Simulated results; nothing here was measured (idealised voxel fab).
The process module presented herein is designated voxel released beams.
For reference, the cross-section in this document is cut, with width 300 nm and square cells of 5 nm.
Cross-section spec: square-cell grid; bands listed top down; each band is one or more rows. For a band, the entry starts with two heights in nm, that of the top and then that of the bottom, and carries on with the band's materials in order from left to right, each alongside its width in nm; the word "throughout" beside a single material means it fills the band edge to edge, and "empty" means empty space. Where do heights start? At 0: under that level the wafer as delivered is made of one material only. And the lowest band has no floor; it just carries on downward, as in "top 0, no bottom". Per-row width for "30..40": begins at first number (top row of band), ends at second number (bottom row), increment between rows held constant. The designation "remained the same", where it is given for a processing step, indicates that no cell of the cross-section was altered in the course of that step. What "Encapsulated voids" gives you is every empty space of 8 cells or more that is cut off from the top. Each appears as width x height at distance, with the distance taken from the left edge and width, height and distance all in nm. Read whatever lies past the settings on a step's line as the simulator's own remark about the step. overlay nm: on a step with a mask, how far right of its planned place the mask lay; negative means left.

Here's what the planned process steps look like
step 1: RECEIVE: material Si
step 2: CONFORMAL_DEP: material Al2O3, thk nm 10
step 3: DIRECTIONAL_DEP: material SiO2, thk nm 15
step 4: MASKED_ETCH: tone open, mask id ANCHOR, width nm 35, etch materials SiO2, depth nm 15, overlay nm 0
step 5: CONFORMAL_DEP: material W, thk nm 10
step 6: PATTERN: tone cover, mask id BEAM, material resist, width nm 100, thk nm 20, overlay nm 0
step 7: DIRECTIONAL_ETCH: etch materials W, depth nm 10
step 8: STRIP: etch materials resist
step 9: STRIP: etch materials SiO2

Step 1 complete: cross-section of the wafer as received
    top 0, no bottom = Si throughout
    Encapsulated voids: none

First of two wafers at the end of the module, shown in cross-section; run carried out as planned
    top 35, bottom 25 = empty 95, then W 15, then empty 15, then W 70, then empty 105
    top 25, bottom 20 = empty 100, then W 10, then empty 15, then W 10, then empty 165
    top 20, bottom 10 = empty 100, then W 35, then empty 165
    top 10, bottom 0 = Al2O3 throughout
    top 0, no bottom = Si throughout
    Encapsulated voids: none

Wafer two cross-section, module end. Start and plan unchanged from wafer one; one mistake made during the run
    top 35, bottom 25 = empty 95, then W 100, then empty 105
    top 25, bottom 15 = Al2O3 throughout
    top 15, bottom 0 = SiO2 throughout
    top 0, no bottom = Si throughout
    Encapsulated voids: none
Where did the run depart from the plan? steps 2 and 3 run out of order (swapped)
Counted in cells at the end, the second wafer holds more or fewer of these materials than the first: SiO2 +180, W -12
